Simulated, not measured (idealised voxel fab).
process module | voxel ribs on slabs
cross-section cut | 300 nm wide | cells 5 nm
A cross-section is a grid of square cells, given in bands from the top down. A band is one or more rows of cells.
Each band's line starts with the height of the band's top and of its bottom, in nm. Then come its materials from left to right, each with its width in nm. One material with "throughout" fills the band from edge to edge. "air" is empty space.
Height 0 is the level under which the wafer as received is all one material. The lowest band goes on downwards, as in "0 down".
A width such as "30 to 40" changes by the same amount from each row of cells to the next, from the band's top row to its bottom row.
"no change" after a step means that no cell of the cross-section changed.
closed voids: empty space of 8 cells or more with no open way to the top, each as width x height at its distance from the left edge, in nm
after a step's settings: what the simulator itself notes on the step
overlay nm, on a step with a mask: how far to the right of its planned place the mask lay; to the left if negative
plan
1 op RECEIVE | material Si
2 op DIRECTIONAL_DEP | material SiO2 | thk nm 20
3 op DIRECTIONAL_DEP | material SiN | thk nm 25
4 op DIRECTIONAL_DEP | material aC | thk nm 15
5 op PATTERN | tone cover | mask id RIB | material resist | width nm 15 | thk nm 30 | overlay nm 0
6 op DIRECTIONAL_ETCH | etch materials aC | depth nm 15
7 op STRIP | etch materials resist
8 op DIRECTIONAL_ETCH | etch materials SiN | depth nm 10
9 op STRIP | etch materials aC
10 op DIRECTIONAL_DEP | material aC | thk nm 10
11 op PATTERN | tone cover | mask id SLAB | material resist | width nm 55 | thk nm 30 | overlay nm 0
12 op DIRECTIONAL_ETCH | etch materials aC | depth nm 10
13 op STRIP | etch materials resist
14 op DIRECTIONAL_ETCH | etch materials SiN | depth nm 15
15 op STRIP | etch materials aC
16 op FILL_DEP | material SiO2 | thk nm 20
17 op CMP | height nm 55
18 op DIRECTIONAL_DEP | material W | thk nm 5
19 op DIRECTIONAL_DEP | material aC | thk nm 10
20 op PATTERN | tone cover | mask id HEATER | material resist | width nm 25 | thk nm 30 | overlay nm -15
21 op DIRECTIONAL_ETCH | etch materials aC | depth nm 10
22 op STRIP | etch materials resist
23 op DIRECTIONAL_ETCH | etch materials W | depth nm 5
24 op STRIP | etch materials aC
25 op CONFORMAL_DEP | material SiO2 | thk nm 10
varied across the wafers: overlay nm of step 20. The plan shows the first wafer's value. All wafers start alike
first wafer as received, after step 1
  0 down: Si throughout
  closed voids: none
each wafer at the end: cells of each material gained (+) or lost (-) since it was received, then its closed voids
overlay nm -15 | +39 SiN | +745 SiO2 | +5 W | closed voids: none
overlay nm -10 | +39 SiN | +745 SiO2 | +5 W | closed voids: none
overlay nm -5 | +39 SiN | +745 SiO2 | +5 W | closed voids: none
overlay nm 0 | +39 SiN | +745 SiO2 | +5 W | closed voids: none
overlay nm 5 | +39 SiN | +745 SiO2 | +5 W | closed voids: none
overlay nm 10 | +39 SiN | +745 SiO2 | +5 W | closed voids: none
overlay nm 15 | +39 SiN | +745 SiO2 | +5 W | closed voids: none
